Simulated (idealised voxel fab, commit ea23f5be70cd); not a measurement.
voxel ribs on slabs: a process module
Pictured: cross-section cut, 140 nm wide, on a grid of 5 nm square cells.
The cross-sections in this document take the form of a grid made of square cells. They are written out as bands, in order from top to bottom. Each band consists of one or more rows of cells.
Heights first: top, then bottom, in nm. Then materials, left to right, each with a width in nm. "everywhere" on a single material: fills the band edge to edge. "empty": empty space.
We count height from 0. Below that, the starting wafer is all one material. The lowest band never ends at the bottom but goes on down; see "top 0, no bottom" for how that is written.
Graded width ("30 to 40"): value in top row of band = first number; value in bottom row = second number; row-to-row change constant.
For the purposes of this document, the phrase "nothing got changed" attached to a step denotes that no cell within the cross-section was modified by that step.
Under "Closed void catalog" you'll find the enclosed gaps, the ones with no way out to the top, that are 8 cells or bigger; each reads width x height at distance, with distance counted from the left edge, everything in nm.
after a step's settings: what the simulator itself notes on the step
overlay nm: how far to the right of its planned place the mask lay on this masked step (negative: to the left).

### Here's what the planned process steps look like
step 1: RECEIVE [material Si]
step 2: DIRECTIONAL_DEP [material SiO2] [thk nm 20]
step 3: DIRECTIONAL_DEP [material polySi] [thk nm 20]
step 4: DIRECTIONAL_DEP [material aC] [thk nm 10]
step 5: PATTERN [tone cover] [mask id RIB] [material resist] [width nm 20] [thk nm 30] [overlay nm 0]
step 6: DIRECTIONAL_ETCH [etch materials aC] [depth nm 10]
step 7: STRIP [etch materials resist]
step 8: DIRECTIONAL_ETCH [etch materials polySi] [depth nm 15]
step 9: STRIP [etch materials aC]
step 10: MASKED_ETCH [tone cover] [mask id SLAB] [width nm 50] [etch materials polySi] [depth nm 5] [overlay nm 0]
step 11: FILL_DEP [material SiO2] [thk nm 20]
step 12: CMP [height nm 55]
step 13: DIRECTIONAL_DEP [material W] [thk nm 10]
step 14: MASKED_ETCH [tone cover] [mask id HEATER] [width nm 30] [etch materials W] [depth nm 10] [overlay nm 0]
step 15: CONFORMAL_DEP [material SiN] [thk nm 5]

### Cross-section, incoming material, after step 1
  top 0, no bottom: Si everywhere
  Closed void catalog: none

### The module was run from the start shown above using the plan shown above, but one mistake was made doing it; the resulting wafer cross-section is below
  top 70, bottom 65: 50 empty | 40 SiN | 50 empty
  top 65, bottom 60: 50 empty | 5 SiN | 30 W | 5 SiN | 50 empty
  top 60, bottom 55: 55 SiN | 30 W | 55 SiN
  top 55, bottom 40: SiO2 everywhere
  top 40, bottom 25: 70 SiO2 | 20 polySi | 50 SiO2
  top 25, bottom 20: 45 SiO2 | 50 polySi | 45 SiO2
  top 20, bottom 0: SiO2 everywhere
  top 0, no bottom: Si everywhere
  Closed void catalog: none
What went wrong in running the wafer? step 5 went in with a setting other than planned; the actual run was PATTERN [tone cover] [mask id RIB] [material resist] [width nm 20] [thk nm 30] [overlay nm 10]
